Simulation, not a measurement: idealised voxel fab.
Module name: voxel self aligned vias (process module)
The cross-section shown here is cut; it is 285 nm wide and divided into square cells measuring 5 nm on a side.
Reading order for cross-sections: top band down to bottom band. Underlying form: a grid of square cells. Band size: one or more rows of cells.
Band: top height; bottom height; in nm. Then, left to right: material with width in nm, for each material. "edge to edge": a single material spanning edge to edge. "empty": empty space.
Measure heights from 0. That's the level where, below it, the as-received wafer is all one material. The lowest band is bottomless and extends downward; write it as in "0 down".
The expression "30 to 40" gives the width at the extremes of the band, the first number at its top row of cells and the second at its bottom row, with the width changing by equal amounts from each row to the next in between.
"no alteration", as given for a step, is the statement that not any cell of the cross-section underwent a change during that step.
Each empty space that has no open way to the top and spans at least 8 cells appears under "Closed-off voids" as width x height at distance, the distance counted from the left edge, all in nm.
Note: text after step settings on the step line = simulator remark on that step.
"overlay nm" on a masked step: distance the mask lay right of its planned place, negative for left.
Guide to the pairs. Each holds a before and an after cross-section around one process step; the after cross-section is cut off at the lowest band that changed. Look under the pair for the step between them and its settings. Pairs can come from different runs of this module on the same starting wafer, so a pair follows on from the one above it only where its entry headed "Before processing step" says it does.

BEFORE PROCESSING STEP
> 75 to 65: 90 nm aC, then 45 nm empty, then 15 nm aC, then 45 nm empty, then 90 nm aC
> 65 to 45: 90 nm SiO2, then 45 nm empty, then 15 nm SiO2, then 45 nm empty, then 90 nm SiO2
> 45 to 35: 100 nm SiO2, then 25 nm empty, then 35 nm SiO2, then 25 nm empty, then 100 nm SiO2
> 35 to 20: 100 nm SiO2, then 5 nm TiN, then 15 nm Ru, then 5 nm TiN, then 35 nm SiO2, then 5 nm TiN, then 15 nm Ru, then 5 nm TiN, then 100 nm SiO2
> 20 to 15: 100 nm SiO2, then 25 nm TiN, then 35 nm SiO2, then 25 nm TiN, then 100 nm SiO2
> 15 to 5: SiO2 edge to edge
> 5 to 0: SiCN edge to edge
> 0 down: Si edge to edge
> Closed-off voids: none

POST-PROCESS VIEW
> 65 to 45: 90 nm SiO2, then 45 nm empty, then 15 nm SiO2, then 45 nm empty, then 90 nm SiO2
> At heights below 45, the structure remains unaltered.
> Closed-off voids: none
The structure shown above changes from one cross-section to the other through STRIP with etch materials aC

Before processing step: cross-section not repeated; it is the one shown after the step in the pair just above.

POST-PROCESS VIEW
> 70 to 65: 95 nm TiN, then 35 nm empty, then 25 nm TiN, then 35 nm empty, then 95 nm TiN
> 65 to 50: 90 nm SiO2, then 5 nm TiN, then 35 nm empty, then 5 nm TiN, then 15 nm SiO2, then 5 nm TiN, then 35 nm empty, then 5 nm TiN, then 90 nm SiO2
> 50 to 40: 90 to 100 nm SiO2, then 15 to 5 nm TiN, then 15 nm empty, then 15 to 5 nm TiN, then 15 to 35 nm SiO2, then 15 to 5 nm TiN, then 15 nm empty, then 15 to 5 nm TiN, then 90 to 100 nm SiO2
> 40 to 35: 100 nm SiO2, then 25 nm TiN, then 35 nm SiO2, then 25 nm TiN, then 100 nm SiO2
> At heights below 35, the structure remains unaltered.
> Closed-off voids: none
The structure shown above changes from one cross-section to the other through CONFORMAL_DEP with material TiN, thk nm 5

Before processing step: cross-section not repeated; it is the one shown after the step in the pair just above.

POST-PROCESS VIEW
> 80 to 70: Ru edge to edge
> 70 to 65: 95 nm TiN, then 35 nm Ru, then 25 nm TiN, then 35 nm Ru, then 95 nm TiN
> 65 to 50: 90 nm SiO2, then 5 nm TiN, then 35 nm Ru, then 5 nm TiN, then 15 nm SiO2, then 5 nm TiN, then 35 nm Ru, then 5 nm TiN, then 90 nm SiO2
> 50 to 40: 90 to 100 nm SiO2, then 15 to 5 nm TiN, then 15 nm Ru, then 15 to 5 nm TiN, then 15 to 35 nm SiO2, then 15 to 5 nm TiN, then 15 nm Ru, then 15 to 5 nm TiN, then 90 to 100 nm SiO2
> At heights below 40, the structure remains unaltered.
> Closed-off voids: none
The structure shown above changes from one cross-section to the other through FILL_DEP with material Ru, thk nm 10

Before processing step: cross-section not repeated; it is the one shown after the step in the pair just above.

POST-PROCESS VIEW
> 65 to 50: 90 nm SiO2, then 5 nm TiN, then 35 nm Ru, then 5 nm TiN, then 15 nm SiO2, then 5 nm TiN, then 35 nm Ru, then 5 nm TiN, then 90 nm SiO2
> At heights below 50, the structure remains unaltered.
> Closed-off voids: none
The structure shown above changes from one cross-section to the other through CMP with height nm 65

Before processing step: cross-section not repeated; it is the one shown after the step in the pair just above.

POST-PROCESS VIEW
> 70 to 65: SiCN edge to edge
> At heights below 65, the structure remains unaltered.
> Closed-off voids: none
The structure shown above changes from one cross-section to the other through CONFORMAL_DEP with material SiCN, thk nm 5

BEFORE PROCESSING STEP
> 80 to 70: Ru edge to edge
> 70 to 65: 95 nm TiN, then 35 nm Ru, then 25 nm TiN, then 35 nm Ru, then 95 nm TiN
> 65 to 50: 90 nm SiO2, then 5 nm TiN, then 35 nm Ru, then 5 nm TiN, then 15 nm SiO2, then 5 nm TiN, then 35 nm Ru, then 5 nm TiN, then 90 nm SiO2
> 50 to 40: 90 to 100 nm SiO2, then 15 to 5 nm TiN, then 15 nm Ru, then 15 to 5 nm TiN, then 15 to 35 nm SiO2, then 15 to 5 nm TiN, then 15 nm Ru, then 15 to 5 nm TiN, then 90 to 100 nm SiO2
> 40 to 35: 100 nm SiO2, then 25 nm TiN, then 35 nm SiO2, then 25 nm TiN, then 100 nm SiO2
> 35 to 20: 100 nm SiO2, then 5 nm TiN, then 15 nm Ru, then 5 nm TiN, then 35 nm SiO2, then 5 nm TiN, then 15 nm Ru, then 5 nm TiN, then 100 nm SiO2
> 20 to 15: 100 nm SiO2, then 25 nm TiN, then 35 nm SiO2, then 25 nm TiN, then 100 nm SiO2
> 15 to 10: SiCN edge to edge
> 10 to 0: SiO2 edge to edge
> 0 down: Si edge to edge
> Closed-off voids: none

POST-PROCESS VIEW
> 60 to 50: 90 nm SiO2, then 5 nm TiN, then 35 nm Ru, then 5 nm TiN, then 15 nm SiO2, then 5 nm TiN, then 35 nm Ru, then 5 nm TiN, then 90 nm SiO2
> At heights below 50, the structure remains unaltered.
> Closed-off voids: none
The structure shown above changes from one cross-section to the other through CMP with height nm 60

Before processing step: cross-section not repeated; it is the one shown after the step in the pair just above.

POST-PROCESS VIEW
> 65 to 60: SiCN edge to edge
> At heights below 60, the structure remains unaltered.
> Closed-off voids: none
The structure shown above changes from one cross-section to the other through CONFORMAL_DEP with material SiCN, thk nm 5

BEFORE PROCESSING STEP
> 45 to 15: SiO2 edge to edge
> 15 to 10: SiCN edge to edge
> 10 to 0: SiO2 edge to edge
> 0 down: Si edge to edge
> Closed-off voids: none

POST-PROCESS VIEW
> 45 to 15: 105 nm SiO2, then 15 nm empty, then 45 nm SiO2, then 15 nm empty, then 105 nm SiO2
> At heights below 15, the structure remains unaltered.
> Closed-off voids: none
The structure shown above changes from one cross-section to the other through MASKED_ETCH with tone open, mask id LINES, width nm 15, pitch nm 60, etch materials SiO2, depth nm 30, overlay nm 0

Before processing step: cross-section not repeated; it is the one shown after the step in the pair just above.

POST-PROCESS VIEW
> 50 to 45: 110 nm TiN, then 5 nm empty, then 55 nm TiN, then 5 nm empty, then 110 nm TiN
> 45 to 20: 105 nm SiO2, then 5 nm TiN, then 5 nm empty, then 5 nm TiN, then 45 nm SiO2, then 5 nm TiN, then 5 nm empty, then 5 nm TiN, then 105 nm SiO2
> 20 to 15: 105 nm SiO2, then 15 nm TiN, then 45 nm SiO2, then 15 nm TiN, then 105 nm SiO2
> At heights below 15, the structure remains unaltered.
> Closed-off voids: none
The structure shown above changes from one cross-section to the other through CONFORMAL_DEP with material TiN, thk nm 5

Before processing step: cross-section not repeated; it is the one shown after the step in the pair just above.

POST-PROCESS VIEW
> 55 to 50: Ru edge to edge
> 50 to 45: 110 nm TiN, then 5 nm Ru, then 55 nm TiN, then 5 nm Ru, then 110 nm TiN
> 45 to 20: 105 nm SiO2, then 5 nm TiN, then 5 nm Ru, then 5 nm TiN, then 45 nm SiO2, then 5 nm TiN, then 5 nm Ru, then 5 nm TiN, then 105 nm SiO2
> At heights below 20, the structure remains unaltered.
> Closed-off voids: none
The structure shown above changes from one cross-section to the other through FILL_DEP with material Ru, thk nm 5

Before processing step: cross-section not repeated; it is the one shown after the step in the pair just above.

POST-PROCESS VIEW
> 45 to 20: 105 nm SiO2, then 5 nm TiN, then 5 nm Ru, then 5 nm TiN, then 45 nm SiO2, then 5 nm TiN, then 5 nm Ru, then 5 nm TiN, then 105 nm SiO2
> At heights below 20, the structure remains unaltered.
> Closed-off voids: none
The structure shown above changes from one cross-section to the other through CMP with height nm 45

Before processing step: cross-section not repeated; it is the one shown after the step in the pair just above.

POST-PROCESS VIEW
> 45 to 35: 105 nm SiO2, then 15 nm empty, then 45 nm SiO2, then 15 nm empty, then 105 nm SiO2
> At heights below 35, the structure remains unaltered.
> Closed-off voids: none
The structure shown above changes from one cross-section to the other through SELECTIVE_ETCH with etch materials W Ru TiN, depth nm 10

Before processing step: cross-section not repeated; it is the one shown after the step in the pair just above.

POST-PROCESS VIEW
> 50 to 45: SiN edge to edge
> 45 to 35: 105 nm SiO2, then 15 nm SiN, then 45 nm SiO2, then 15 nm SiN, then 105 nm SiO2
> At heights below 35, the structure remains unaltered.
> Closed-off voids: none
The structure shown above changes from one cross-section to the other through FILL_DEP with material SiN, thk nm 5

Before processing step: cross-section not repeated; it is the one shown after the step in the pair just above.

POST-PROCESS VIEW
> 45 to 35: 105 nm SiO2, then 15 nm SiN, then 45 nm SiO2, then 15 nm SiN, then 105 nm SiO2
> At heights below 35, the structure remains unaltered.
> Closed-off voids: none
The structure shown above changes from one cross-section to the other through CMP with height nm 45

Before processing step: cross-section not repeated; it is the one shown after the step in the pair just above.

POST-PROCESS VIEW
> 65 to 45: SiO2 edge to edge
> At heights below 45, the structure remains unaltered.
> Closed-off voids: none
The structure shown above changes from one cross-section to the other through DIRECTIONAL_DEP with material SiO2, thk nm 20

Before processing step: cross-section not repeated; it is the one shown after the step in the pair just above.

POST-PROCESS VIEW
> 75 to 65: aC edge to edge
> At heights below 65, the structure remains unaltered.
> Closed-off voids: none
The structure shown above changes from one cross-section to the other through DIRECTIONAL_DEP with material aC, thk nm 10

Before processing step: cross-section not repeated; it is the one shown after the step in the pair just above.

POST-PROCESS VIEW
> 105 to 75: 90 nm resist, then 45 nm empty, then 15 nm resist, then 45 nm empty, then 90 nm resist
> At heights below 75, the structure remains unaltered.
> Closed-off voids: none
The structure shown above changes from one cross-section to the other through PATTERN with tone open, mask id VIAS, material resist, width nm 45, pitch nm 60, thk nm 30, overlay nm 0

Before processing step: cross-section not repeated; it is the one shown after the step in the pair just above.

POST-PROCESS VIEW
> 95 to 75: 90 nm resist, then 45 nm empty, then 15 nm resist, then 45 nm empty, then 90 nm resist
> 75 to 65: 90 nm aC, then 45 nm empty, then 15 nm aC, then 45 nm empty, then 90 nm aC
> At heights below 65, the structure remains unaltered.
> Closed-off voids: none
The structure shown above changes from one cross-section to the other through DIRECTIONAL_ETCH with etch materials aC, depth nm 10

Before processing step: cross-section not repeated; it is the one shown after the step in the pair just above.

POST-PROCESS VIEW
> 75 to 65: 90 nm aC, then 45 nm empty, then 15 nm aC, then 45 nm empty, then 90 nm aC
> At heights below 65, the structure remains unaltered.
> Closed-off voids: none
The structure shown above changes from one cross-section to the other through STRIP with etch materials resist

Before processing step: cross-section not repeated; it is the one shown after the step in the pair just above.

POST-PROCESS VIEW
> 75 to 65: 90 nm aC, then 45 nm empty, then 15 nm aC, then 45 nm empty, then 90 nm aC
> 65 to 45: 90 nm SiO2, then 45 nm empty, then 15 nm SiO2, then 45 nm empty, then 90 nm SiO2
> At heights below 45, the structure remains unaltered.
> Closed-off voids: none
The structure shown above changes from one cross-section to the other through DIRECTIONAL_ETCH with etch materials SiO2, depth nm 20

Before processing step: cross-section not repeated; it is the one shown after the step in the pair just above.

POST-PROCESS VIEW
> 75 to 65: 90 nm aC, then 45 nm empty, then 15 nm aC, then 45 nm empty, then 90 nm aC
> 65 to 45: 90 nm SiO2, then 45 nm empty, then 15 nm SiO2, then 45 nm empty, then 90 nm SiO2
> 45 to 35: 105 nm SiO2, then 15 nm empty, then 45 nm SiO2, then 15 nm empty, then 105 nm SiO2
> At heights below 35, the structure remains unaltered.
> Closed-off voids: none
The structure shown above changes from one cross-section to the other through DIRECTIONAL_ETCH with etch materials SiN, depth nm 10

Before processing step: cross-section not repeated; it is the one shown after the step in the pair just above.

POST-PROCESS VIEW
> 65 to 45: 90 nm SiO2, then 45 nm empty, then 15 nm SiO2, then 45 nm empty, then 90 nm SiO2
> At heights below 45, the structure remains unaltered.
> Closed-off voids: none
The structure shown above changes from one cross-section to the other through STRIP with etch materials aC

Before processing step: cross-section not repeated; it is the one shown after the step in the pair just above.

POST-PROCESS VIEW
> 70 to 65: 95 nm TiN, then 35 nm empty, then 25 nm TiN, then 35 nm empty, then 95 nm TiN
> 65 to 50: 90 nm SiO2, then 5 nm TiN, then 35 nm empty, then 5 nm TiN, then 15 nm SiO2, then 5 nm TiN, then 35 nm empty, then 5 nm TiN, then 90 nm SiO2
> 50 to 40: 90 to 105 nm SiO2, then 20 to 5 nm TiN, then 5 nm empty, then 20 to 5 nm TiN, then 15 to 45 nm SiO2, then 20 to 5 nm TiN, then 5 nm empty, then 20 to 5 nm TiN, then 90 to 105 nm SiO2
> 40 to 35: 105 nm SiO2, then 15 nm TiN, then 45 nm SiO2, then 15 nm TiN, then 105 nm SiO2
> At heights below 35, the structure remains unaltered.
> Closed-off voids: none
The structure shown above changes from one cross-section to the other through CONFORMAL_DEP with material TiN, thk nm 5

Before processing step: cross-section not repeated; it is the one shown after the step in the pair just above.

POST-PROCESS VIEW
> 80 to 70: Ru edge to edge
> 70 to 65: 95 nm TiN, then 35 nm Ru, then 25 nm TiN, then 35 nm Ru, then 95 nm TiN
> 65 to 50: 90 nm SiO2, then 5 nm TiN, then 35 nm Ru, then 5 nm TiN, then 15 nm SiO2, then 5 nm TiN, then 35 nm Ru, then 5 nm TiN, then 90 nm SiO2
> 50 to 40: 90 to 105 nm SiO2, then 20 to 5 nm TiN, then 5 nm Ru, then 20 to 5 nm TiN, then 15 to 45 nm SiO2, then 20 to 5 nm TiN, then 5 nm Ru, then 20 to 5 nm TiN, then 90 to 105 nm SiO2
> At heights below 40, the structure remains unaltered.
> Closed-off voids: none
The structure shown above changes from one cross-section to the other through FILL_DEP with material Ru, thk nm 10

Before processing step: cross-section not repeated; it is the one shown after the step in the pair just above.

POST-PROCESS VIEW
> 65 to 50: 90 nm SiO2, then 5 nm TiN, then 35 nm Ru, then 5 nm TiN, then 15 nm SiO2, then 5 nm TiN, then 35 nm Ru, then 5 nm TiN, then 90 nm SiO2
> At heights below 50, the structure remains unaltered.
> Closed-off voids: none
The structure shown above changes from one cross-section to the other through CMP with height nm 65

Before processing step: cross-section not repeated; it is the one shown after the step in the pair just above.

POST-PROCESS VIEW
> 70 to 65: SiCN edge to edge
> At heights below 65, the structure remains unaltered.
> Closed-off voids: none
The structure shown above changes from one cross-section to the other through CONFORMAL_DEP with material SiCN, thk nm 5

BEFORE PROCESSING STEP
> 45 to 15: SiO2 edge to edge
> 15 to 10: SiCN edge to edge
> 10 to 0: SiO2 edge to edge
> 0 down: Si edge to edge
> Closed-off voids: none

POST-PROCESS VIEW
> 45 to 15: 110 nm SiO2, then 25 nm empty, then 35 nm SiO2, then 25 nm empty, then 90 nm SiO2
> At heights below 15, the structure remains unaltered.
> Closed-off voids: none
The structure shown above changes from one cross-section to the other through MASKED_ETCH with tone open, mask id LINES, width nm 25, pitch nm 60, etch materials SiO2, depth nm 30, overlay nm 10

Before processing step: cross-section not repeated; it is the one shown after the step in the pair just above.

POST-PROCESS VIEW
> 50 to 45: 115 nm TiN, then 15 nm empty, then 45 nm TiN, then 15 nm empty, then 95 nm TiN
> 45 to 20: 110 nm SiO2, then 5 nm TiN, then 15 nm empty, then 5 nm TiN, then 35 nm SiO2, then 5 nm TiN, then 15 nm empty, then 5 nm TiN, then 90 nm SiO2
> 20 to 15: 110 nm SiO2, then 25 nm TiN, then 35 nm SiO2, then 25 nm TiN, then 90 nm SiO2
> At heights below 15, the structure remains unaltered.
> Closed-off voids: none
The structure shown above changes from one cross-section to the other through CONFORMAL_DEP with material TiN, thk nm 5

Before processing step: cross-section not repeated; it is the one shown after the step in the pair just above.

POST-PROCESS VIEW
> 55 to 50: Ru edge to edge
> 50 to 45: 115 nm TiN, then 15 nm Ru, then 45 nm TiN, then 15 nm Ru, then 95 nm TiN
> 45 to 20: 110 nm SiO2, then 5 nm TiN, then 15 nm Ru, then 5 nm TiN, then 35 nm SiO2, then 5 nm TiN, then 15 nm Ru, then 5 nm TiN, then 90 nm SiO2
> At heights below 20, the structure remains unaltered.
> Closed-off voids: none
The structure shown above changes from one cross-section to the other through FILL_DEP with material Ru, thk nm 5

Before processing step: cross-section not repeated; it is the one shown after the step in the pair just above.

POST-PROCESS VIEW
> 45 to 20: 110 nm SiO2, then 5 nm TiN, then 15 nm Ru, then 5 nm TiN, then 35 nm SiO2, then 5 nm TiN, then 15 nm Ru, then 5 nm TiN, then 90 nm SiO2
> At heights below 20, the structure remains unaltered.
> Closed-off voids: none
The structure shown above changes from one cross-section to the other through CMP with height nm 45

Before processing step: cross-section not repeated; it is the one shown after the step in the pair just above.

POST-PROCESS VIEW
> 45 to 35: 110 nm SiO2, then 25 nm empty, then 35 nm SiO2, then 25 nm empty, then 90 nm SiO2
> At heights below 35, the structure remains unaltered.
> Closed-off voids: none
The structure shown above changes from one cross-section to the other through SELECTIVE_ETCH with etch materials W Ru TiN, depth nm 10

Before processing step: cross-section not repeated; it is the one shown after the step in the pair just above.

POST-PROCESS VIEW
> 50 to 45: SiN edge to edge
> 45 to 35: 110 nm SiO2, then 25 nm SiN, then 35 nm SiO2, then 25 nm SiN, then 90 nm SiO2
> At heights below 35, the structure remains unaltered.
> Closed-off voids: none
The structure shown above changes from one cross-section to the other through FILL_DEP with material SiN, thk nm 5

Before processing step: cross-section not repeated; it is the one shown after the step in the pair just above.

POST-PROCESS VIEW
> 45 to 35: 110 nm SiO2, then 25 nm SiN, then 35 nm SiO2, then 25 nm SiN, then 90 nm SiO2
> At heights below 35, the structure remains unaltered.
> Closed-off voids: none
The structure shown above changes from one cross-section to the other through CMP with height nm 45

Before processing step: cross-section not repeated; it is the one shown after the step in the pair just above.

POST-PROCESS VIEW
> 65 to 45: SiO2 edge to edge
> At heights below 45, the structure remains unaltered.
> Closed-off voids: none
The structure shown above changes from one cross-section to the other through DIRECTIONAL_DEP with material SiO2, thk nm 20

Before processing step: cross-section not repeated; it is the one shown after the step in the pair just above.

POST-PROCESS VIEW
> 75 to 65: aC edge to edge
> At heights below 65, the structure remains unaltered.
> Closed-off voids: none
The structure shown above changes from one cross-section to the other through DIRECTIONAL_DEP with material aC, thk nm 10

Before processing step: cross-section not repeated; it is the one shown after the step in the pair just above.

POST-PROCESS VIEW
> 105 to 75: 90 nm resist, then 45 nm empty, then 15 nm resist, then 45 nm empty, then 90 nm resist
> At heights below 75, the structure remains unaltered.
> Closed-off voids: none
The structure shown above changes from one cross-section to the other through PATTERN with tone open, mask id VIAS, material resist, width nm 45, pitch nm 60, thk nm 30, overlay nm 0

Before processing step: cross-section not repeated; it is the one shown after the step in the pair just above.

POST-PROCESS VIEW
> 95 to 75: 90 nm resist, then 45 nm empty, then 15 nm resist, then 45 nm empty, then 90 nm resist
> 75 to 65: 90 nm aC, then 45 nm empty, then 15 nm aC, then 45 nm empty, then 90 nm aC
> At heights below 65, the structure remains unaltered.
> Closed-off voids: none
The structure shown above changes from one cross-section to the other through DIRECTIONAL_ETCH with etch materials aC, depth nm 10

Before processing step: cross-section not repeated; it is the one shown after the step in the pair just above.

POST-PROCESS VIEW
> 75 to 65: 90 nm aC, then 45 nm empty, then 15 nm aC, then 45 nm empty, then 90 nm aC
> At heights below 65, the structure remains unaltered.
> Closed-off voids: none
The structure shown above changes from one cross-section to the other through STRIP with etch materials resist

Before processing step: cross-section not repeated; it is the one shown after the step in the pair just above.

POST-PROCESS VIEW
> 75 to 65: 90 nm aC, then 45 nm empty, then 15 nm aC, then 45 nm empty, then 90 nm aC
> 65 to 45: 90 nm SiO2, then 45 nm empty, then 15 nm SiO2, then 45 nm empty, then 90 nm SiO2
> At heights below 45, the structure remains unaltered.
> Closed-off voids: none
The structure shown above changes from one cross-section to the other through DIRECTIONAL_ETCH with etch materials SiO2, depth nm 20

Before processing step: cross-section not repeated; it is the one shown after the step in the pair just above.

POST-PROCESS VIEW
> 75 to 65: 90 nm aC, then 45 nm empty, then 15 nm aC, then 45 nm empty, then 90 nm aC
> 65 to 45: 90 nm SiO2, then 45 nm empty, then 15 nm SiO2, then 45 nm empty, then 90 nm SiO2
> 45 to 35: 110 nm SiO2, then 25 nm empty, then 35 nm SiO2, then 25 nm empty, then 90 nm SiO2
> At heights below 35, the structure remains unaltered.
> Closed-off voids: none
The structure shown above changes from one cross-section to the other through DIRECTIONAL_ETCH with etch materials SiN, depth nm 10

Before processing step: cross-section not repeated; it is the one shown after the step in the pair just above.

POST-PROCESS VIEW
> 65 to 45: 90 nm SiO2, then 45 nm empty, then 15 nm SiO2, then 45 nm empty, then 90 nm SiO2
> At heights below 45, the structure remains unaltered.
> Closed-off voids: none
The structure shown above changes from one cross-section to the other through STRIP with etch materials aC

Before processing step: cross-section not repeated; it is the one shown after the step in the pair just above.

POST-PROCESS VIEW
> 70 to 65: 95 nm TiN, then 35 nm empty, then 25 nm TiN, then 35 nm empty, then 95 nm TiN
> 65 to 50: 90 nm SiO2, then 5 nm TiN, then 35 nm empty, then 5 nm TiN, then 15 nm SiO2, then 5 nm TiN, then 35 nm empty, then 5 nm TiN, then 90 nm SiO2
> 50 to 40: 90 to 110 nm SiO2, then 25 to 5 nm TiN, then 15 nm empty, then 5 nm TiN, then 15 to 35 nm SiO2, then 25 to 5 nm TiN, then 15 nm empty, then 5 nm TiN, then 90 nm SiO2
> 40 to 35: 110 nm SiO2, then 25 nm TiN, then 35 nm SiO2, then 25 nm TiN, then 90 nm SiO2
> At heights below 35, the structure remains unaltered.
> Closed-off voids: none
The structure shown above changes from one cross-section to the other through CONFORMAL_DEP with material TiN, thk nm 5

Before processing step: cross-section not repeated; it is the one shown after the step in the pair just above.

POST-PROCESS VIEW
> 80 to 70: Ru edge to edge
> 70 to 65: 95 nm TiN, then 35 nm Ru, then 25 nm TiN, then 35 nm Ru, then 95 nm TiN
> 65 to 50: 90 nm SiO2, then 5 nm TiN, then 35 nm Ru, then 5 nm TiN, then 15 nm SiO2, then 5 nm TiN, then 35 nm Ru, then 5 nm TiN, then 90 nm SiO2
> 50 to 40: 90 to 110 nm SiO2, then 25 to 5 nm TiN, then 15 nm Ru, then 5 nm TiN, then 15 to 35 nm SiO2, then 25 to 5 nm TiN, then 15 nm Ru, then 5 nm TiN, then 90 nm SiO2
> At heights below 40, the structure remains unaltered.
> Closed-off voids: none
The structure shown above changes from one cross-section to the other through FILL_DEP with material Ru, thk nm 10

Before processing step: cross-section not repeated; it is the one shown after the step in the pair just above.

POST-PROCESS VIEW
> 65 to 50: 90 nm SiO2, then 5 nm TiN, then 35 nm Ru, then 5 nm TiN, then 15 nm SiO2, then 5 nm TiN, then 35 nm Ru, then 5 nm TiN, then 90 nm SiO2
> At heights below 50, the structure remains unaltered.
> Closed-off voids: none
The structure shown above changes from one cross-section to the other through CMP with height nm 65

Before processing step: cross-section not repeated; it is the one shown after the step in the pair just above.

POST-PROCESS VIEW
> 70 to 65: SiCN edge to edge
> At heights below 65, the structure remains unaltered.
> Closed-off voids: none
The structure shown above changes from one cross-section to the other through CONFORMAL_DEP with material SiCN, thk nm 5

BEFORE PROCESSING STEP
> 65 to 50: 90 nm SiO2, then 5 nm TiN, then 35 nm Ru, then 5 nm TiN, then 15 nm SiO2, then 5 nm TiN, then 35 nm Ru, then 5 nm TiN, then 90 nm SiO2
> 50 to 40: 90 to 100 nm SiO2, then 15 to 5 nm TiN, then 15 nm Ru, then 15 to 5 nm TiN, then 15 to 35 nm SiO2, then 15 to 5 nm TiN, then 15 nm Ru, then 15 to 5 nm TiN, then 90 to 100 nm SiO2
> 40 to 35: 100 nm SiO2, then 25 nm TiN, then 35 nm SiO2, then 25 nm TiN, then 100 nm SiO2
> 35 to 20: 100 nm SiO2, then 5 nm TiN, then 15 nm Ru, then 5 nm TiN, then 35 nm SiO2, then 5 nm TiN, then 15 nm Ru, then 5 nm TiN, then 100 nm SiO2
> 20 to 15: 100 nm SiO2, then 25 nm TiN, then 35 nm SiO2, then 25 nm TiN, then 100 nm SiO2
> 15 to 10: SiCN edge to edge
> 10 to 0: SiO2 edge to edge
> 0 down: Si edge to edge
> Closed-off voids: none

POST-PROCESS VIEW
> 70 to 65: W edge to edge
> At heights below 65, the structure remains unaltered.
> Closed-off voids: none
The structure shown above changes from one cross-section to the other through CONFORMAL_DEP with material W, thk nm 5

BEFORE PROCESSING STEP
> 45 to 15: SiO2 edge to edge
> 15 to 10: SiCN edge to edge
> 10 to 0: SiO2 edge to edge
> 0 down: Si edge to edge
> Closed-off voids: none

POST-PROCESS VIEW
> 45 to 15: 100 nm empty, then 25 nm SiO2, then 35 nm empty, then 25 nm SiO2, then 100 nm empty
> At heights below 15, the structure remains unaltered.
> Closed-off voids: none
The structure shown above changes from one cross-section to the other through MASKED_ETCH with tone cover, mask id LINES, width nm 25, pitch nm 60, etch materials SiO2, depth nm 30, overlay nm 0

Before processing step: cross-section not repeated; it is the one shown after the step in the pair just above.

POST-PROCESS VIEW
> 50 to 45: 95 nm empty, then 35 nm TiN, then 25 nm empty, then 35 nm TiN, then 95 nm empty
> 45 to 20: 95 nm empty, then 5 nm TiN, then 25 nm SiO2, then 5 nm TiN, then 25 nm empty, then 5 nm TiN, then 25 nm SiO2, then 5 nm TiN, then 95 nm empty
> 20 to 15: 100 nm TiN, then 25 nm SiO2, then 35 nm TiN, then 25 nm SiO2, then 100 nm TiN
> At heights below 15, the structure remains unaltered.
> Closed-off voids: none
The structure shown above changes from one cross-section to the other through CONFORMAL_DEP with material TiN, thk nm 5

Before processing step: cross-section not repeated; it is the one shown after the step in the pair just above.

POST-PROCESS VIEW
> 55 to 50: Ru edge to edge
> 50 to 45: 95 nm Ru, then 35 nm TiN, then 25 nm Ru, then 35 nm TiN, then 95 nm Ru
> 45 to 20: 95 nm Ru, then 5 nm TiN, then 25 nm SiO2, then 5 nm TiN, then 25 nm Ru, then 5 nm TiN, then 25 nm SiO2, then 5 nm TiN, then 95 nm Ru
> At heights below 20, the structure remains unaltered.
> Closed-off voids: none
The structure shown above changes from one cross-section to the other through FILL_DEP with material Ru, thk nm 5

Before processing step: cross-section not repeated; it is the one shown after the step in the pair just above.

POST-PROCESS VIEW
> 45 to 20: 95 nm Ru, then 5 nm TiN, then 25 nm SiO2, then 5 nm TiN, then 25 nm Ru, then 5 nm TiN, then 25 nm SiO2, then 5 nm TiN, then 95 nm Ru
> At heights below 20, the structure remains unaltered.
> Closed-off voids: none
The structure shown above changes from one cross-section to the other through CMP with height nm 45

Before processing step: cross-section not repeated; it is the one shown after the step in the pair just above.

POST-PROCESS VIEW
> 45 to 35: 100 nm empty, then 25 nm SiO2, then 35 nm empty, then 25 nm SiO2, then 100 nm empty
> At heights below 35, the structure remains unaltered.
> Closed-off voids: none
The structure shown above changes from one cross-section to the other through SELECTIVE_ETCH with etch materials W Ru TiN, depth nm 10

Before processing step: cross-section not repeated; it is the one shown after the step in the pair just above.

POST-PROCESS VIEW
> 50 to 45: SiN edge to edge
> 45 to 35: 100 nm SiN, then 25 nm SiO2, then 35 nm SiN, then 25 nm SiO2, then 100 nm SiN
> At heights below 35, the structure remains unaltered.
> Closed-off voids: none
The structure shown above changes from one cross-section to the other through FILL_DEP with material SiN, thk nm 5

Before processing step: cross-section not repeated; it is the one shown after the step in the pair just above.

POST-PROCESS VIEW
> 45 to 35: 100 nm SiN, then 25 nm SiO2, then 35 nm SiN, then 25 nm SiO2, then 100 nm SiN
> At heights below 35, the structure remains unaltered.
> Closed-off voids: none
The structure shown above changes from one cross-section to the other through CMP with height nm 45

Before processing step: cross-section not repeated; it is the one shown after the step in the pair just above.

POST-PROCESS VIEW
> 65 to 45: SiO2 edge to edge
> At heights below 45, the structure remains unaltered.
> Closed-off voids: none
The structure shown above changes from one cross-section to the other through DIRECTIONAL_DEP with material SiO2, thk nm 20

Before processing step: cross-section not repeated; it is the one shown after the step in the pair just above.

POST-PROCESS VIEW
> 75 to 65: aC edge to edge
> At heights below 65, the structure remains unaltered.
> Closed-off voids: none
The structure shown above changes from one cross-section to the other through DIRECTIONAL_DEP with material aC, thk nm 10

Before processing step: cross-section not repeated; it is the one shown after the step in the pair just above.

POST-PROCESS VIEW
> 105 to 75: 90 nm resist, then 45 nm empty, then 15 nm resist, then 45 nm empty, then 90 nm resist
> At heights below 75, the structure remains unaltered.
> Closed-off voids: none
The structure shown above changes from one cross-section to the other through PATTERN with tone open, mask id VIAS, material resist, width nm 45, pitch nm 60, thk nm 30, overlay nm 0

Before processing step: cross-section not repeated; it is the one shown after the step in the pair just above.

POST-PROCESS VIEW
> 95 to 75: 90 nm resist, then 45 nm empty, then 15 nm resist, then 45 nm empty, then 90 nm resist
> 75 to 65: 90 nm aC, then 45 nm empty, then 15 nm aC, then 45 nm empty, then 90 nm aC
> At heights below 65, the structure remains unaltered.
> Closed-off voids: none
The structure shown above changes from one cross-section to the other through DIRECTIONAL_ETCH with etch materials aC, depth nm 10

Before processing step: cross-section not repeated; it is the one shown after the step in the pair just above.

POST-PROCESS VIEW
> 75 to 65: 90 nm aC, then 45 nm empty, then 15 nm aC, then 45 nm empty, then 90 nm aC
> At heights below 65, the structure remains unaltered.
> Closed-off voids: none
The structure shown above changes from one cross-section to the other through STRIP with etch materials resist
